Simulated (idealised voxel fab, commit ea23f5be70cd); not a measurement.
process module | voxel transistor to metal
The width of the displayed cross-section, cut, is 145 nm; its cells are square, with a size of 5 nm.
Just so we're on the same page, the cross-sections are grids of square cells, and they're listed out in bands top to bottom, each band one or more rows deep. Look at the band entry: it leads with the top's height and the bottom's height in nm. Then it lists the materials left to right, with a width in nm for each. The word "all across" on a single material says that material fills the band edge to edge. The word "empty" is empty space. Height is counted from the level 0, under which the received wafer is composed throughout of one material. The lowest of the bands is not closed at the bottom but continues downward, in the notation "from 0 down". Note: "30->40" means the width goes from the first number (top row of the band) to the second number (bottom row) in equal steps per row of cells. Key: "remains unaltered" - step with no changed cell in the cross-section. For the entry "Trapped voids", the listed items are empty spaces with no open way to the top whose size is 8 cells or more; each item follows the pattern width x height at distance, where distance is from the left edge and all three are in nm. On each step's line, the part that comes after the settings is the simulator's own comment on the step. Each step line may optionally specify "overlay nm", which for a step with a mask gives the rightward distance between the mask's planned place and where it lay, a negative value indicating the leftward direction.
-- Process steps (planned)
1) RECEIVE | material Si
2) OXIDIZE | depth nm 5
3) CONFORMAL_DEP | material SiN | thk nm 10
4) MASKED_ETCH | tone cover | mask id ACTIVE | width nm 85 | etch materials SiN | depth nm 10 | overlay nm 0
5) MASKED_ETCH | tone cover | mask id ACTIVE | width nm 95 | etch materials SiO2 | depth nm 5 | overlay nm 0
6) MASKED_ETCH | tone cover | mask id ACTIVE | width nm 95 | etch materials Si | depth nm 20 | overlay nm 0
7) FILL_DEP | material SiO2 | thk nm 10
8) CMP | height nm 10
9) SELECTIVE_ETCH | etch materials SiO2 | depth nm 5
10) STRIP | etch materials SiN
11) SELECTIVE_ETCH | etch materials SiO2 | depth nm 5
12) OXIDIZE | depth nm 5
13) DIRECTIONAL_DEP | material polySi | thk nm 25
14) DIRECTIONAL_DEP | material SiCN | thk nm 10
15) MASKED_ETCH | tone cover | mask id GATE | width nm 25 | etch materials SiCN | depth nm 20 | overlay nm 0
16) MASKED_ETCH | tone cover | mask id GATE | width nm 25 | etch materials polySi | depth nm 35 | overlay nm 0
17) CONFORMAL_DEP | material SiN | thk nm 10
18) DIRECTIONAL_ETCH | etch materials SiN | depth nm 10
19) DIRECTIONAL_ETCH | etch materials SiO2 | depth nm 5
20) DIRECTIONAL_ETCH | etch materials Si | depth nm 15
21) EPI | material SiGe | thk nm 20
22) FILL_DEP | material SiO2 | thk nm 10
23) CMP | height nm 30
24) DIRECTIONAL_DEP | material SiO2 | thk nm 15
25) DIRECTIONAL_DEP | material aC | thk nm 15
26) PATTERN | tone open | mask id CONTACT | material resist | width nm 25 | pitch nm 60 | thk nm 30 | overlay nm 0
27) DIRECTIONAL_ETCH | etch materials aC | depth nm 15
28) STRIP | etch materials resist
29) DIRECTIONAL_ETCH | etch materials SiO2 | depth nm 35
30) STRIP | etch materials aC
31) CONFORMAL_DEP | material TiN | thk nm 5
32) FILL_DEP | material Ru | thk nm 5
33) CMP | height nm 45
34) CONFORMAL_DEP | material SiN | thk nm 5
35) DIRECTIONAL_DEP | material SiO2 | thk nm 20
36) PATTERN | tone open | mask id METAL_1 | material resist | width nm 15 | pitch nm 70 | thk nm 15 | overlay nm 0
37) DIRECTIONAL_ETCH | etch materials SiO2 | depth nm 20
38) DIRECTIONAL_ETCH | etch materials SiN | depth nm 5
39) STRIP | etch materials resist
40) CONFORMAL_DEP | material TiN | thk nm 5
41) FILL_DEP | material W | thk nm 5
42) CMP | height nm 70
43) CONFORMAL_DEP | material SiCN | thk nm 5
Among the wafers covered here, the point of difference is the width nm at step 4; their starting state is shared, and the plan presents the value of the first wafer.
-- Received wafers, first of several: cross-section after step 1
	from 0 down  Si all across
	Trapped voids: none
-- Module finished, last step 43 done: cross-section of the first of several wafers
	from 75 to 70  SiCN all across
	from 70 to 50  SiO2 (30) / TiN (5) / W (5) / TiN (5) / SiO2 (55) / TiN (5) / W (5) / TiN (5) / SiO2 (30)
	from 50 to 45  SiN (30) / TiN (15) / SiN (55) / TiN (15) / SiN (30)
	from 45 to 35  SiO2 (30) / TiN (5) / Ru (15) / TiN (5) / SiO2 (35) / TiN (5) / Ru (15) / TiN (5) / SiO2 (30)
	from 35 to 30  SiO2 (30) / TiN (5) / Ru (10) / TiN (10) / SiO2 (35) / TiN (10) / Ru (10) / TiN (5) / SiO2 (30)
	from 30 to 20  SiO2 (30) / TiN (5) / Ru (10) / TiN (5) / SiN (10) / SiCN (25) / SiN (10) / TiN (5) / Ru (10) / TiN (5) / SiO2 (30)
	from 20 to 15  SiO2 (30) / TiN (5) / Ru (10) / TiN (5) / SiN (10) / polySi (25) / SiN (10) / TiN (5) / Ru (10) / TiN (5) / SiO2 (30)
	from 15 to 10  SiO2 (30) / TiN (20) / SiN (10) / polySi (25) / SiN (10) / TiN (20) / SiO2 (30)
	from 10 to 0  SiO2 (25) / SiGe (25) / SiN (10) / polySi (25) / SiN (10) / SiGe (25) / SiO2 (25)
	from 0 to -5  SiO2 (25) / SiN (10) / SiGe (15) / SiN (10) / polySi (25) / SiN (10) / SiGe (15) / SiN (10) / SiO2 (25)
	from -5 to -10  SiO2 (35) / SiGe (15) / SiO2 (45) / SiGe (15) / SiO2 (35)
	from -10 to -25  SiO2 (25) / Si (10) / SiGe (15) / Si (45) / SiGe (15) / Si (10) / SiO2 (25)
	from -25 down  Si all across
	Trapped voids: none
-- X-section, last wafer, module end
	from 75 to 70  SiCN all across
	from 70 to 50  SiO2 (30) / TiN (5) / W (5) / TiN (5) / SiO2 (55) / TiN (5) / W (5) / TiN (5) / SiO2 (30)
	from 50 to 45  SiN (30) / TiN (15) / SiN (55) / TiN (15) / SiN (30)
	from 45 to 35  SiO2 (30) / TiN (5) / Ru (15) / TiN (5) / SiO2 (35) / TiN (5) / Ru (15) / TiN (5) / SiO2 (30)
	from 35 to 30  SiO2 (30) / TiN (5) / Ru (10) / TiN (10) / SiO2 (35) / TiN (10) / Ru (10) / TiN (5) / SiO2 (30)
	from 30 to 20  SiO2 (30) / TiN (5) / Ru (10) / TiN (5) / SiN (10) / SiCN (25) / SiN (10) / TiN (5) / Ru (10) / TiN (5) / SiO2 (30)
	from 20 to 15  SiO2 (30) / TiN (5) / Ru (10) / TiN (5) / SiN (10) / polySi (25) / SiN (10) / TiN (5) / Ru (10) / TiN (5) / SiO2 (30)
	from 15 to 10  SiO2 (30) / TiN (20) / SiN (10) / polySi (25) / SiN (10) / TiN (20) / SiO2 (30)
	from 10 to 0  SiO2 (15) / SiGe (35) / SiN (10) / polySi (25) / SiN (10) / SiGe (40) / SiO2 (10)
	from 0 to -5  SiO2 (15) / SiN (10) / SiGe (25) / SiN (10) / polySi (25) / SiN (10) / SiGe (30) / SiN (10) / SiO2 (10)
	from -5 to -10  SiO2 (25) / SiGe (25) / SiO2 (45) / SiGe (30) / SiO2 (20)
	from -10 to -25  SiO2 (20) / Si (5) / SiGe (25) / Si (45) / SiGe (30) / Si (5) / SiO2 (15)
	from -25 down  Si all across
	Trapped voids: none
-- each wafer at the end: cells of each material gained (+) or lost (-) since it was received, then its closed voids
width nm 85 | +28 Ru | -106 Si | +39 SiCN | +50 SiGe | +55 SiN | +280 SiO2 | +56 TiN | +8 W | +25 polySi | Trapped voids: none
width nm 90 | +28 Ru | -109 Si | +39 SiCN | +57 SiGe | +55 SiN | +276 SiO2 | +56 TiN | +8 W | +25 polySi | Trapped voids: none
width nm 95 | +28 Ru | -112 Si | +39 SiCN | +64 SiGe | +55 SiN | +272 SiO2 | +56 TiN | +8 W | +25 polySi | Trapped voids: none
width nm 100 | +28 Ru | -112 Si | +39 SiCN | +71 SiGe | +55 SiN | +265 SiO2 | +56 TiN | +8 W | +25 polySi | Trapped voids: none
width nm 105 | +28 Ru | -112 Si | +39 SiCN | +78 SiGe | +55 SiN | +258 SiO2 | +56 TiN | +8 W | +25 polySi | Trapped voids: none
width nm 110 | +28 Ru | -112 Si | +39 SiCN | +85 SiGe | +55 SiN | +251 SiO2 | +56 TiN | +8 W | +25 polySi | Trapped voids: none
